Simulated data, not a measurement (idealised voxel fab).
process module | voxel capacitor over wiring
cross-section cut | 290 nm wide | cells 5 nm
A cross-section is a grid of square cells, given in bands from the top down. A band is one or more rows of cells.
Each band's line starts with the height of the band's top and of its bottom, in nm. Then come its materials from left to right, each with its width in nm. One material with "throughout" fills the band from edge to edge. "air" is empty space.
Height 0 is the level under which the wafer as received is all one material. The lowest band goes on downwards, as in "0 down".
A width such as "30 to 40" changes by the same amount from each row of cells to the next, from the band's top row to its bottom row.
"no change" after a step means that no cell of the cross-section changed.
closed voids: empty space of 8 cells or more with no open way to the top, each as width x height at its distance from the left edge, in nm
after a step's settings: what the simulator itself notes on the step
overlay nm, on a step with a mask: how far to the right of its planned place the mask lay; to the left if negative
plan
1 op RECEIVE | material Si
2 op CONFORMAL_DEP | material SiO2 | thk nm 10
3 op CONFORMAL_DEP | material SiCN | thk nm 5
4 op DIRECTIONAL_DEP | material SiO2 | thk nm 20
5 op MASKED_ETCH | tone open | mask id METAL_1 | width nm 20 | pitch nm 80 | etch materials SiO2 | depth nm 20 | overlay nm 0
6 op MASKED_ETCH | tone open | mask id METAL_1 | width nm 20 | pitch nm 80 | etch materials SiCN | depth nm 5 | overlay nm 0
7 op CONFORMAL_DEP | material TiN | thk nm 5
8 op FILL_DEP | material Cu | thk nm 5
9 op CMP | height nm 35
10 op EPI | material Ru | thk nm 5
11 op FILL_DEP | material SiCN | thk nm 5
12 op DIRECTIONAL_DEP | material lowk | thk nm 10
13 op MASKED_ETCH | tone open | mask id PLUG_1 | width nm 15 | etch materials lowk | depth nm 10 | overlay nm 0
14 op MASKED_ETCH | tone open | mask id PLUG_1 | width nm 15 | etch materials SiCN | depth nm 5 | overlay nm 0
15 op CONFORMAL_DEP | material TiN | thk nm 5
16 op FILL_DEP | material Ru | thk nm 5
17 op CMP | height nm 55
18 op DIRECTIONAL_DEP | material TiN | thk nm 5
19 op DIRECTIONAL_DEP | material Al2O3 | thk nm 5
20 op DIRECTIONAL_DEP | material TiN | thk nm 5
21 op MASKED_ETCH | tone cover | mask id UPPER_PLATE | width nm 65 | etch materials TiN | depth nm 5 | overlay nm 0
22 op MASKED_ETCH | tone cover | mask id UPPER_PLATE | width nm 65 | etch materials Al2O3 | depth nm 5 | overlay nm 0
23 op MASKED_ETCH | tone cover | mask id LOWER_PLATE | width nm 75 | etch materials TiN | depth nm 5 | overlay nm 0
24 op FILL_DEP | material SiO2 | thk nm 15
25 op CMP | height nm 80
26 op MASKED_ETCH | tone open | mask id PLUG_2 | width nm 15 | etch materials SiO2 | depth nm 10 | overlay nm 0
27 op CONFORMAL_DEP | material TiN | thk nm 5
28 op FILL_DEP | material Cu | thk nm 5
29 op CMP | height nm 80
30 op CONFORMAL_DEP | material SiN | thk nm 5
as received, after step 1
  0 down: Si throughout
  closed voids: none
a wafer at the end: this start, this plan, one mistake
  85 to 80: SiN throughout
  80 to 75: SiO2 100 | TiN 5 | Cu 5 | TiN 5 | SiO2 175
  75 to 65: SiO2 100 | TiN 15 to 65 | SiO2 175 to 125
  65 to 60: SiO2 100 | Al2O3 65 | SiO2 125
  60 to 55: SiO2 95 | TiN 75 | SiO2 120
  55 to 45: lowk 100 | TiN 5 | Ru 5 | TiN 5 | lowk 175
  45 to 40: SiCN 100 | TiN 15 | SiCN 175
  40 to 35: SiCN 90 | Ru 30 | SiCN 50 | Ru 30 | SiCN 90
  35 to 15: SiO2 95 | TiN 5 | Cu 10 | TiN 5 | SiO2 60 | TiN 5 | Cu 10 | TiN 5 | SiO2 95
  15 to 10: SiCN 95 | TiN 20 | SiCN 60 | TiN 20 | SiCN 95
  10 to 0: SiO2 throughout
  0 down: Si throughout
  closed voids: none
what went wrong: step 26 ran as: op MASKED_ETCH | tone open | mask id PLUG_2 | width nm 15 | etch materials SiO2 | depth nm 10 | overlay nm -10
